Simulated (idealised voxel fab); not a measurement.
process module | voxel gate over fins
cross-section cut | 170 nm wide | cells 5 nm
A cross-section is a grid of square cells, given in bands from the top down. A band is one or more rows of cells.
Each band's line starts with the height of the band's top and of its bottom, in nm. Then come its materials from left to right, each with its width in nm. One material with "throughout" fills the band from edge to edge. "air" is empty space.
Height 0 is the level under which the wafer as received is all one material. The lowest band goes on downwards, as in "0 down".
A width such as "30 to 40" changes by the same amount from each row of cells to the next, from the band's top row to its bottom row.
"no change" after a step means that no cell of the cross-section changed.
closed voids: empty space of 8 cells or more with no open way to the top, each as width x height at its distance from the left edge, in nm
after a step's settings: what the simulator itself notes on the step
overlay nm, on a step with a mask: how far to the right of its planned place the mask lay; to the left if negative
plan
1 op RECEIVE | material Si
2 op CONFORMAL_DEP | material SiN | thk nm 5
3 op PATTERN | tone cover | mask id FINS | material resist | width nm 15 | pitch nm 60 | thk nm 20 | overlay nm 0
4 op DIRECTIONAL_ETCH | etch materials SiN | depth nm 5
5 op DIRECTIONAL_ETCH | etch materials Si | depth nm 40
6 op STRIP | etch materials resist
7 op OXIDIZE | depth nm 5
8 op FILL_DEP | material SiO2 | thk nm 15
9 op CMP | height nm 5
10 op DIRECTIONAL_DEP | material aC | thk nm 10
11 op PATTERN | tone open | mask id RAIL | material resist | width nm 15 | thk nm 25 | overlay nm -15
12 op DIRECTIONAL_ETCH | etch materials aC | depth nm 10
13 op STRIP | etch materials resist
14 op DIRECTIONAL_ETCH | etch materials SiO2 | depth nm 40
15 op STRIP | etch materials aC
16 op CONFORMAL_DEP | material TiN | thk nm 5
17 op FILL_DEP | material W | thk nm 10
18 op CMP | height nm 5
19 op SELECTIVE_ETCH | etch materials W Ru TiN | depth nm 20
20 op FILL_DEP | material SiO2 | thk nm 5
21 op CMP | height nm 5
22 op SELECTIVE_ETCH | etch materials SiO2 | depth nm 15
23 op STRIP | etch materials SiN
24 op CONFORMAL_DEP | material HfO2 | thk nm 5
25 op CONFORMAL_DEP | material TiN | thk nm 5
26 op FILL_DEP | material W | thk nm 15
27 op CMP | height nm 20
28 op CONFORMAL_DEP | material SiN | thk nm 10
varied across the wafers: overlay nm of step 11. The plan shows the first wafer's value. All wafers start alike
first wafer as received, after step 1
  0 down: Si throughout
  closed voids: none
first wafer at the end, after step 28
  30 to 20: SiN throughout
  20 to 10: W throughout
  10 to 5: W 10 | TiN 25 | W 35 | TiN 25 | W 35 | TiN 25 | W 15
  5 to 0: W 10 | TiN 5 | HfO2 15 | TiN 5 | W 35 | TiN 5 | HfO2 15 | TiN 5 | W 35 | TiN 5 | HfO2 15 | TiN 5 | W 15
  0 to -5: TiN 15 | HfO2 5 | Si 5 | HfO2 5 | TiN 45 | HfO2 5 | Si 5 | HfO2 5 | TiN 45 | HfO2 5 | Si 5 | HfO2 5 | TiN 20
  -5 to -10: HfO2 20 | Si 5 | HfO2 55 | Si 5 | HfO2 55 | Si 5 | HfO2 25
  -10 to -15: SiO2 20 | Si 5 | SiO2 55 | Si 5 | SiO2 55 | Si 5 | SiO2 25
  -15 to -30: SiO2 20 | Si 5 | SiO2 5 | TiN 5 | W 5 | TiN 5 | SiO2 35 | Si 5 | SiO2 55 | Si 5 | SiO2 25
  -30 to -35: SiO2 20 | Si 5 | SiO2 5 | TiN 15 | SiO2 35 | Si 5 | SiO2 55 | Si 5 | SiO2 25
  -35 to -45: SiO2 20 | Si 5 | SiO2 55 | Si 5 | SiO2 55 | Si 5 | SiO2 25
  -45 down: Si throughout
  closed voids: none
last wafer at the end
  30 to 20: SiN throughout
  20 to 10: W throughout
  10 to 5: W 10 | TiN 25 | W 35 | TiN 25 | W 35 | TiN 25 | W 15
  5 to 0: W 10 | TiN 5 | HfO2 15 | TiN 5 | W 35 | TiN 5 | HfO2 15 | TiN 5 | W 35 | TiN 5 | HfO2 15 | TiN 5 | W 15
  0 to -5: TiN 15 | HfO2 5 | Si 5 | HfO2 5 | TiN 45 | HfO2 5 | Si 5 | HfO2 5 | TiN 45 | HfO2 5 | Si 5 | HfO2 5 | TiN 20
  -5 to -10: HfO2 20 | Si 5 | HfO2 55 | Si 5 | HfO2 55 | Si 5 | HfO2 25
  -10 to -15: SiO2 20 | Si 5 | SiO2 55 | Si 5 | SiO2 55 | Si 5 | SiO2 25
  -15 to -30: SiO2 20 | Si 5 | SiO2 35 | TiN 5 | W 5 | TiN 5 | SiO2 5 | Si 5 | SiO2 55 | Si 5 | SiO2 25
  -30 to -35: SiO2 20 | Si 5 | SiO2 35 | TiN 15 | SiO2 5 | Si 5 | SiO2 55 | Si 5 | SiO2 25
  -35 to -45: SiO2 20 | Si 5 | SiO2 55 | Si 5 | SiO2 55 | Si 5 | SiO2 25
  -45 down: Si throughout
  closed voids: none
each wafer at the end: cells of each material gained (+) or lost (-) since it was received, then its closed voids
overlay nm -15 | +46 HfO2 | -279 Si | +68 SiN | +205 SiO2 | +55 TiN | +109 W | closed voids: none
overlay nm -10 | +46 HfO2 | -279 Si | +68 SiN | +205 SiO2 | +55 TiN | +109 W | closed voids: none
overlay nm -5 | +46 HfO2 | -279 Si | +68 SiN | +205 SiO2 | +55 TiN | +109 W | closed voids: none
overlay nm 0 | +46 HfO2 | -279 Si | +68 SiN | +205 SiO2 | +55 TiN | +109 W | closed voids: none
overlay nm 5 | +46 HfO2 | -279 Si | +68 SiN | +205 SiO2 | +55 TiN | +109 W | closed voids: none
overlay nm 10 | +46 HfO2 | -279 Si | +68 SiN | +205 SiO2 | +55 TiN | +109 W | closed voids: none
overlay nm 15 | +46 HfO2 | -279 Si | +68 SiN | +205 SiO2 | +55 TiN | +109 W | closed voids: none
